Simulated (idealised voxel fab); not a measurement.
process module | voxel fin reveal
The cross-section on display is named cut; it measures 210 nm wide, and its cells are 5 nm squares.
How to read a cross-section here: the picture is a grid of square cells, written as bands going from the top down, and any band can span one or more rows of cells.
The entry gives the band's vertical extent as a top height and a bottom height in nm, then its horizontal make-up as materials from left to right, each with a width in nm. "empty" stands for empty space; a single material marked "full width" fills the band edge to edge.
Beneath 0, the wafer as received is one material, and that level is where height counting begins. The lowest band goes on downward without a bottom; it is written like "0 -> down".
Read "30 to 40" as a graded width: first number on top, second number at the bottom, same change between each pair of neighbouring rows.
The cross-section has no changed cell in any step marked "no change".
Heads up: "Entrapped voids" only lists the empty pockets with no open path to the top that are 8 cells or more, and it writes them as width x height at distance, distance from the left edge, in nm.
Text after the settings on a step's line: the simulator's own remark on that step.
If you see "overlay nm" on a step's line and that step has a mask, it's telling you how far right of where it was planned the mask ended up; a negative number means it went left instead.
[So here's the lineup of process steps we planned]
1 RECEIVE (material Si)
2 CONFORMAL_DEP (material SiN; thk nm 10)
3 MASKED_ETCH (tone cover; mask id FINS; width nm 15; pitch nm 40; etch materials SiN; depth nm 10; overlay nm 0)
4 MASKED_ETCH (tone cover; mask id FINS; width nm 15; pitch nm 40; etch materials Si; depth nm 40; overlay nm 0)
5 FILL_DEP (material SiO2; thk nm 10)
6 CMP (height nm 10)
7 SELECTIVE_ETCH (etch materials SiO2; depth nm 25)
8 STRIP (etch materials SiN)
The plan shows the depth nm of step 7 as the first wafer had it; this setting differs between the wafers, which start out alike.
[Cross-section of the first of several wafers on receipt, reflecting completion of step 1]
* 0 -> down  Si full width
* Entrapped voids: none
[First of several wafers, sectioned at end of module (last step: step 8)]
* 0 -> -15  empty=75, Si=15, empty=25, Si=15, empty=80
* -15 -> -40  SiO2=75, Si=15, SiO2=25, Si=15, SiO2=80
* -40 -> down  Si full width
* Entrapped voids: none
[Cross-section, last wafer, module completion]
* 0 -> -40  empty=75, Si=15, empty=25, Si=15, empty=80
* -40 -> down  Si full width
* Entrapped voids: none
[Below is a per-wafer table. In it, each row describes the wafer at the end of the module by giving, for each material, the number of cells gained (+) or lost (-) since the wafer was received, and after that the closed voids of the wafer]
depth nm 25, -288 Si, +180 SiO2, Entrapped voids: none
depth nm 30, -288 Si, +144 SiO2, Entrapped voids: none
depth nm 35, -288 Si, +108 SiO2, Entrapped voids: none
depth nm 40, -288 Si, +72 SiO2, Entrapped voids: none
depth nm 45, -288 Si, +36 SiO2, Entrapped voids: none
depth nm 50, -288 Si, Entrapped voids: none
